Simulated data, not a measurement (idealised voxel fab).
process module | voxel capacitor over wiring
cross-section cut | 155 nm wide | cells 5 nm
A cross-section is a grid of square cells, given in bands from the top down. A band is one or more rows of cells.
Each band's line starts with the height of the band's top and of its bottom, in nm. Then come its materials from left to right, each with its width in nm. One material with "throughout" fills the band from edge to edge. "air" is empty space.
Height 0 is the level under which the wafer as received is all one material. The lowest band goes on downwards, as in "0 down".
A width such as "30 to 40" changes by the same amount from each row of cells to the next, from the band's top row to its bottom row.
"no change" after a step means that no cell of the cross-section changed.
closed voids: empty space of 8 cells or more with no open way to the top, each as width x height at its distance from the left edge, in nm
after a step's settings: what the simulator itself notes on the step
overlay nm, on a step with a mask: how far to the right of its planned place the mask lay; to the left if negative
plan
1 op RECEIVE | material Si
2 op CONFORMAL_DEP | material SiO2 | thk nm 15
3 op DIRECTIONAL_DEP | material TiN | thk nm 5
4 op DIRECTIONAL_DEP | material Ru | thk nm 15
5 op DIRECTIONAL_DEP | material aC | thk nm 15
6 op PATTERN | tone cover | mask id METAL_1 | material resist | width nm 25 | pitch nm 95 | thk nm 35 | overlay nm 0
7 op DIRECTIONAL_ETCH | etch materials aC | depth nm 15
8 op STRIP | etch materials resist
9 op DIRECTIONAL_ETCH | etch materials Ru | depth nm 15
10 op DIRECTIONAL_ETCH | etch materials TiN | depth nm 5
11 op STRIP | etch materials aC
12 op CONFORMAL_DEP | material SiCN | thk nm 5
13 op FILL_DEP | material lowk | thk nm 10
14 op CMP | height nm 35
15 op CONFORMAL_DEP | material SiCN | thk nm 5
16 op DIRECTIONAL_DEP | material SiO2 | thk nm 20
17 op DIRECTIONAL_DEP | material aC | thk nm 10
18 op PATTERN | tone open | mask id PLUG_1 | material resist | width nm 15 | thk nm 25 | overlay nm 0
19 op DIRECTIONAL_ETCH | etch materials aC | depth nm 10
20 op STRIP | etch materials resist
21 op DIRECTIONAL_ETCH | etch materials SiO2 | depth nm 20
22 op DIRECTIONAL_ETCH | etch materials SiCN | depth nm 5
23 op STRIP | etch materials aC
24 op EPI | material Ru | thk nm 10
25 op EPI | material Ru | thk nm 10
26 op EPI | material Ru | thk nm 5
27 op DIRECTIONAL_DEP | material TiN | thk nm 10
28 op DIRECTIONAL_DEP | material Al2O3 | thk nm 5
29 op DIRECTIONAL_DEP | material TiN | thk nm 10
30 op PATTERN | tone cover | mask id UPPER_PLATE | material resist | width nm 75 | thk nm 15 | overlay nm 0
31 op DIRECTIONAL_ETCH | etch materials TiN | depth nm 10
32 op DIRECTIONAL_ETCH | etch materials Al2O3 | depth nm 5
33 op STRIP | etch materials resist
34 op DIRECTIONAL_DEP | material aC | thk nm 10
35 op PATTERN | tone cover | mask id LOWER_PLATE | material resist | width nm 75 | thk nm 30 | overlay nm 0
36 op DIRECTIONAL_ETCH | etch materials aC | depth nm 10
37 op STRIP | etch materials resist
38 op DIRECTIONAL_ETCH | etch materials TiN | depth nm 10
39 op STRIP | etch materials aC
40 op FILL_DEP | material SiO2 | thk nm 15
41 op CMP | height nm 95
42 op MASKED_ETCH | tone open | mask id PLUG_2 | width nm 15 | etch materials SiO2 | depth nm 10 | overlay nm 0
43 op CONFORMAL_DEP | material TiN | thk nm 5
44 op FILL_DEP | material W | thk nm 5
45 op CMP | height nm 95
46 op CONFORMAL_DEP | material SiCN | thk nm 5
varied across the wafers: width nm of step 35. The plan shows the first wafer's value. All wafers start alike
first wafer as received, after step 1
  0 down: Si throughout
  closed voids: none
first wafer at the end, after step 46
  100 to 95: SiCN throughout
  95 to 90: SiO2 35 | TiN 5 | W 5 | TiN 5 | SiO2 105
  90 to 85: SiO2 35 | TiN 15 | SiO2 105
  85 to 75: SiO2 25 | TiN 75 | SiO2 55
  75 to 70: SiO2 25 | Al2O3 75 | SiO2 55
  70 to 60: SiO2 25 | TiN 75 | SiO2 55
  60 to 40: SiO2 25 | Ru 15 | SiO2 115
  40 to 35: SiCN 25 | Ru 15 | SiCN 115
  35 to 20: lowk 10 | SiCN 5 | Ru 25 | SiCN 5 | lowk 60 | SiCN 5 | Ru 25 | SiCN 5 | lowk 15
  20 to 15: SiCN 15 | TiN 25 | SiCN 70 | TiN 25 | SiCN 20
  15 to 0: SiO2 throughout
  0 down: Si throughout
  closed voids: none
last wafer at the end
  100 to 95: SiCN throughout
  95 to 90: SiO2 35 | TiN 5 | W 5 | TiN 5 | SiO2 105
  90 to 85: SiO2 35 | TiN 15 | SiO2 105
  85 to 75: SiO2 25 | TiN 75 | SiO2 55
  75 to 70: SiO2 25 | Al2O3 75 | SiO2 55
  70 to 60: SiO2 15 | TiN 100 | SiO2 40
  60 to 40: SiO2 25 | Ru 15 | SiO2 115
  40 to 35: SiCN 25 | Ru 15 | SiCN 115
  35 to 20: lowk 10 | SiCN 5 | Ru 25 | SiCN 5 | lowk 60 | SiCN 5 | Ru 25 | SiCN 5 | lowk 15
  20 to 15: SiCN 15 | TiN 25 | SiCN 70 | TiN 25 | SiCN 20
  15 to 0: SiO2 throughout
  0 down: Si throughout
  closed voids: none
each wafer at the end: cells of each material gained (+) or lost (-) since it was received, then its closed voids
width nm 75 | +15 Al2O3 | +45 Ru | +92 SiCN | +341 SiO2 | +75 TiN | +1 W | +51 lowk | closed voids: none
width nm 80 | +15 Al2O3 | +45 Ru | +92 SiCN | +339 SiO2 | +77 TiN | +1 W | +51 lowk | closed voids: none
width nm 85 | +15 Al2O3 | +45 Ru | +92 SiCN | +337 SiO2 | +79 TiN | +1 W | +51 lowk | closed voids: none
width nm 90 | +15 Al2O3 | +45 Ru | +92 SiCN | +335 SiO2 | +81 TiN | +1 W | +51 lowk | closed voids: none
width nm 95 | +15 Al2O3 | +45 Ru | +92 SiCN | +333 SiO2 | +83 TiN | +1 W | +51 lowk | closed voids: none
width nm 100 | +15 Al2O3 | +45 Ru | +92 SiCN | +331 SiO2 | +85 TiN | +1 W | +51 lowk | closed voids: none
